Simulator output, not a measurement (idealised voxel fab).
process module | voxel capacitor over wiring
The cross-section on display is named cut; it measures 150 nm wide, and its cells are 5 nm squares.
Heads up, the way a cross-section reads in here is a grid of square cells, handed over as bands from the top down, with every band being one or more rows of cells.
Read a band's entry like this: the first values are the height of its top and the height of its bottom in nm, and what follows is the sequence of materials from left to right, each with its width in nm. Note that "empty" is empty space, and that a single material marked "full width" reaches across the band from edge to edge.
Zero point of the height axis is 0; under it, received wafer = one material. Lowest band: continues down indefinitely, "0 down".
Per-row width for "30->40": begins at first number (top row of band), ends at second number (bottom row), increment between rows held constant.
Given "no modifications" for a step, no cell of the cross-section differs between before and after that step.
Enclosed voids (no open way to top), threshold 8 cells or more, entry "Closed voids list", notation width x height at distance, distance from left edge, nm.
Note: text after step settings on the step line = simulator remark on that step.
"overlay nm" answers the question of how far to the right of plan the mask lay on a step that has a mask, and when it is negative the answer is to the left.

-- Process steps foreseen in the plan
| 1 | RECEIVE,material Si |
| 2 | CONFORMAL_DEP,material SiO2,thk nm 15 |
| 3 | CONFORMAL_DEP,material SiN,thk nm 5 |
| 4 | DIRECTIONAL_DEP,material lowk,thk nm 25 |
| 5 | PATTERN,tone open,mask id METAL_1,material resist,width nm 25,pitch nm 95,thk nm 20,overlay nm 0 |
| 6 | DIRECTIONAL_ETCH,etch materials lowk,depth nm 25 |
| 7 | DIRECTIONAL_ETCH,etch materials SiN,depth nm 5 |
| 8 | STRIP,etch materials resist |
| 9 | CONFORMAL_DEP,material TiN,thk nm 5 |
| 10 | FILL_DEP,material Cu,thk nm 10 |
| 11 | CMP,height nm 45 |
| 12 | CONFORMAL_DEP,material SiCN,thk nm 5 |
| 13 | DIRECTIONAL_DEP,material lowk,thk nm 20 |
| 14 | DIRECTIONAL_DEP,material aC,thk nm 15 |
| 15 | PATTERN,tone open,mask id PLUG_1,material resist,width nm 15,thk nm 35,overlay nm 0 |
| 16 | DIRECTIONAL_ETCH,etch materials aC,depth nm 15 |
| 17 | STRIP,etch materials resist |
| 18 | DIRECTIONAL_ETCH,etch materials lowk,depth nm 20 |
| 19 | DIRECTIONAL_ETCH,etch materials SiCN,depth nm 5 |
| 20 | STRIP,etch materials aC |
| 21 | CONFORMAL_DEP,material TiN,thk nm 5 |
| 22 | FILL_DEP,material Ru,thk nm 10 |
| 23 | CMP,height nm 70 |
| 24 | DIRECTIONAL_DEP,material TiN,thk nm 5 |
| 25 | DIRECTIONAL_DEP,material Al2O3,thk nm 5 |
| 26 | DIRECTIONAL_DEP,material TiN,thk nm 10 |
| 27 | DIRECTIONAL_DEP,material aC,thk nm 10 |
| 28 | PATTERN,tone cover,mask id UPPER_PLATE,material resist,width nm 75,thk nm 30,overlay nm 0 |
| 29 | DIRECTIONAL_ETCH,etch materials aC,depth nm 10 |
| 30 | STRIP,etch materials resist |
| 31 | DIRECTIONAL_ETCH,etch materials TiN,depth nm 10 |
| 32 | DIRECTIONAL_ETCH,etch materials Al2O3,depth nm 5 |
| 33 | STRIP,etch materials aC |
| 34 | MASKED_ETCH,tone cover,mask id LOWER_PLATE,width nm 85,etch materials TiN,depth nm 5,overlay nm 0 |
| 35 | FILL_DEP,material SiO2,thk nm 20 |
| 36 | CMP,height nm 105 |
| 37 | DIRECTIONAL_DEP,material aC,thk nm 15 |
| 38 | PATTERN,tone open,mask id PLUG_2,material resist,width nm 15,thk nm 30,overlay nm 0 |
| 39 | DIRECTIONAL_ETCH,etch materials aC,depth nm 15 |
| 40 | STRIP,etch materials resist |
| 41 | DIRECTIONAL_ETCH,etch materials SiO2,depth nm 15 |
| 42 | STRIP,etch materials aC |
| 43 | CONFORMAL_DEP,material TiN,thk nm 5 |
| 44 | FILL_DEP,material Cu,thk nm 10 |
| 45 | CMP,height nm 105 |
| 46 | CONFORMAL_DEP,material SiN,thk nm 5 |

-- The cross-section here shows the wafer as received, i.e. in its state after step 1
    0 down  Si full width
    Closed voids list: none

-- As-planned run: cross-section of the first of two wafers at end of module
    110 to 105  SiN full width
    105 to 95  SiO2=35, then TiN=5, then Cu=5, then TiN=5, then SiO2=100
    95 to 90  SiO2=35, then TiN=15, then SiO2=100
    90 to 80  SiO2=25, then TiN=75, then SiO2=50
    80 to 75  SiO2=25, then Al2O3=75, then SiO2=50
    75 to 70  SiO2=20, then TiN=85, then SiO2=45
    70 to 50  lowk=25, then TiN=5, then Ru=5, then TiN=5, then lowk=110
    50 to 45  SiCN=25, then TiN=15, then SiCN=110
    45 to 20  lowk=15, then TiN=5, then Cu=15, then TiN=5, then lowk=70, then TiN=5, then Cu=15, then TiN=5, then lowk=15
    20 to 15  SiN=15, then TiN=25, then SiN=70, then TiN=25, then SiN=15
    15 to 0  SiO2 full width
    0 down  Si full width
    Closed voids list: none

-- Now the second wafer, cross-sectioned at the end of the module. Nothing different at the start, nothing different in the plan compared with the first, just one mistake when it was actually run
    110 to 105  SiN full width
    105 to 95  SiO2=35, then TiN=5, then Cu=5, then TiN=5, then SiO2=100
    95 to 85  SiO2=35->25, then TiN=15->75, then SiO2=100->50
    85 to 80  SiO2=20, then TiN=85, then SiO2=45
    80 to 75  Al2O3 full width
    75 to 70  TiN full width
    70 to 50  lowk=25, then TiN=5, then Ru=5, then TiN=5, then lowk=110
    50 to 45  SiCN=25, then TiN=15, then SiCN=110
    45 to 20  lowk=15, then TiN=5, then Cu=15, then TiN=5, then lowk=70, then TiN=5, then Cu=15, then TiN=5, then lowk=15
    20 to 15  SiN=15, then TiN=25, then SiN=70, then TiN=25, then SiN=15
    15 to 0  SiO2 full width
    0 down  Si full width
    Closed voids list: none
Deviation noted in wafer processing: note that step 31 departed from the planned setting and was carried out as DIRECTIONAL_ETCH,etch materials TiN,depth nm 5
Wrapping up, a cell-based count of both wafers puts the second over or under the first for these materials: +15 Al2O3; -30 SiO2; +15 TiN
